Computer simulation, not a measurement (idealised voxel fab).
Presented below is a process module, voxel spacer lines.
Shown is cross-section cut, with a width of 245 nm and square cells of size 5 nm.
Cross-section spec: square-cell grid; bands listed top down; each band is one or more rows. Band: top and bottom heights (nm) first, top before bottom; then materials from left to right, widths in nm. "edge to edge" marks a sole material filling the band edge to edge. "air" denotes empty space. Note: height 0 marks the level under which the wafer is uniformly one material as received. Lowest band unbounded below, written "0 -> down". A width given as "30 to 40" starts at the first number in the band's top row and ends at the second number in its bottom row, shifting by an equal amount at every step from row to row. The designation "nothing different", where it is given for a processing step, indicates that no cell of the cross-section was altered in the course of that step. Empty spaces counting at least 8 cells and having no open way to the top are listed in "Closed void inventory". The notation width x height at distance is used for each, the distance being from the left edge and all three values in nm. It should be noted that, on the line of a given step, the content following the step's settings is a remark produced by the simulator itself with respect to that step. A step line may carry the setting "overlay nm", which, for steps involving a mask, states the distance by which the mask lay to the right of its intended position; negative values denote displacement to the left.
So here's the lineup of process steps we planned
1: RECEIVE, material Si
2: CONFORMAL_DEP, material Al2O3, thk nm 5
3: DIRECTIONAL_DEP, material W, thk nm 20
4: DIRECTIONAL_DEP, material aC, thk nm 25
5: PATTERN, tone cover, mask id MANDREL, material resist, width nm 25, pitch nm 70, thk nm 30, overlay nm 0
6: DIRECTIONAL_ETCH, etch materials aC, depth nm 25
7: STRIP, etch materials resist
8: CONFORMAL_DEP, material SiO2, thk nm 10
9: DIRECTIONAL_ETCH, etch materials SiO2, depth nm 10
10: STRIP, etch materials aC
11: DIRECTIONAL_ETCH, etch materials W, depth nm 10
12: STRIP, etch materials SiO2
All wafers enter the flow in the same state. The depth nm at step 11 differs from wafer to wafer, and the plan gives the value for the first wafer.
First wafer of several, as received: cross-section after step 1
	0 -> down  Si edge to edge
	Closed void inventory: none
Wafer rows, end of module: cells per material gained (+) or lost (-) since receipt; closed voids last
depth nm 10, +49 Al2O3, +114 W, Closed void inventory: none
depth nm 15, +49 Al2O3, +73 W, Closed void inventory: none
depth nm 20, +49 Al2O3, +32 W, Closed void inventory: none
depth nm 25, +49 Al2O3, +32 W, Closed void inventory: none
depth nm 30, +49 Al2O3, +32 W, Closed void inventory: none
depth nm 35, +49 Al2O3, +32 W, Closed void inventory: none
